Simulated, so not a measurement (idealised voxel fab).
This is a process module. Its name is voxel self aligned contacts.
Pictured: cross-section cut, 250 nm wide, on a grid of 5 nm square cells.
Cross-section layout: square cells on a grid; listed as bands, top to bottom; a band spans one or more cell rows. First you get the band's top height and its bottom height, in nm, and then the materials it's made of, left to right, with each width in nm. If you see a single material with "throughout", that one covers the band edge to edge. "empty" is empty space. Height reference: 0 = level under which incoming wafer is all one material. Lowest band: no bottom, runs on downward, e.g. "top 0, no bottom". Width "30..40": first value at the band's top row of cells, second value at its bottom row, equal change from row to row. Where the words "nothing got changed" appear for a step, the cross-section shows no cell changed by that step; every cell remained as before. Entry "Completely sealed voids". Content: empty spaces with no open connection to the top, size 8 cells or greater. Each: width x height at distance. Distance: from left edge. Unit: nm. What comes after the settings on a step's line is commentary from the simulator itself on that step. On any step carrying a mask, the "overlay nm" setting, if present on the step's line, tells how far right of its planned place the mask lay; negative values point to the left.

The following list gives the planned process steps
1) RECEIVE,material Si
2) OXIDIZE,depth nm 5
3) DIRECTIONAL_DEP,material polySi,thk nm 30
4) DIRECTIONAL_DEP,material SiN,thk nm 20
5) PATTERN,tone cover,mask id GATE,material resist,width nm 25,pitch nm 60,thk nm 15,overlay nm -15
6) DIRECTIONAL_ETCH,etch materials SiN,depth nm 20
7) DIRECTIONAL_ETCH,etch materials polySi,depth nm 30
8) STRIP,etch materials resist
9) CONFORMAL_DEP,material SiN,thk nm 10
10) DIRECTIONAL_ETCH,etch materials SiN,depth nm 10
11) FILL_DEP,material SiO2,thk nm 10
12) CMP,height nm 55
13) DIRECTIONAL_DEP,material aC,thk nm 15
14) PATTERN,tone open,mask id CONTACT,material resist,width nm 45,thk nm 35,overlay nm 0
15) DIRECTIONAL_ETCH,etch materials aC,depth nm 15
16) STRIP,etch materials resist
17) DIRECTIONAL_ETCH,etch materials SiO2,depth nm 60
18) STRIP,etch materials aC
19) CONFORMAL_DEP,material TiN,thk nm 5
20) FILL_DEP,material W,thk nm 10
21) CMP,height nm 55
22) CONFORMAL_DEP,material SiCN,thk nm 5
Wafers differ in overlay nm at step 5; plan lists the first wafer's value; identical starting state.

As-received state after step 1, first of several wafers, cross-section
> top 0, no bottom  Si throughout
> Completely sealed voids: none

Per wafer, end of module: cells gained (+) or lost (-) per material since receipt, then closed voids
overlay nm -15; -50 Si; +50 SiCN; +120 SiN; +378 SiO2; +31 TiN; +11 W; +60 polySi; Completely sealed voids: none
overlay nm -10; -50 Si; +50 SiCN; +120 SiN; +378 SiO2; +31 TiN; +11 W; +60 polySi; Completely sealed voids: none
overlay nm -5; -50 Si; +50 SiCN; +120 SiN; +378 SiO2; +31 TiN; +11 W; +60 polySi; Completely sealed voids: none
overlay nm 0; -50 Si; +50 SiCN; +120 SiN; +378 SiO2; +31 TiN; +11 W; +60 polySi; Completely sealed voids: none
overlay nm 5; -50 Si; +50 SiCN; +120 SiN; +378 SiO2; +31 TiN; +11 W; +60 polySi; Completely sealed voids: none
overlay nm 10; -50 Si; +50 SiCN; +120 SiN; +378 SiO2; +31 TiN; +11 W; +60 polySi; Completely sealed voids: none
overlay nm 15; -50 Si; +50 SiCN; +120 SiN; +378 SiO2; +31 TiN; +11 W; +60 polySi; Completely sealed voids: none
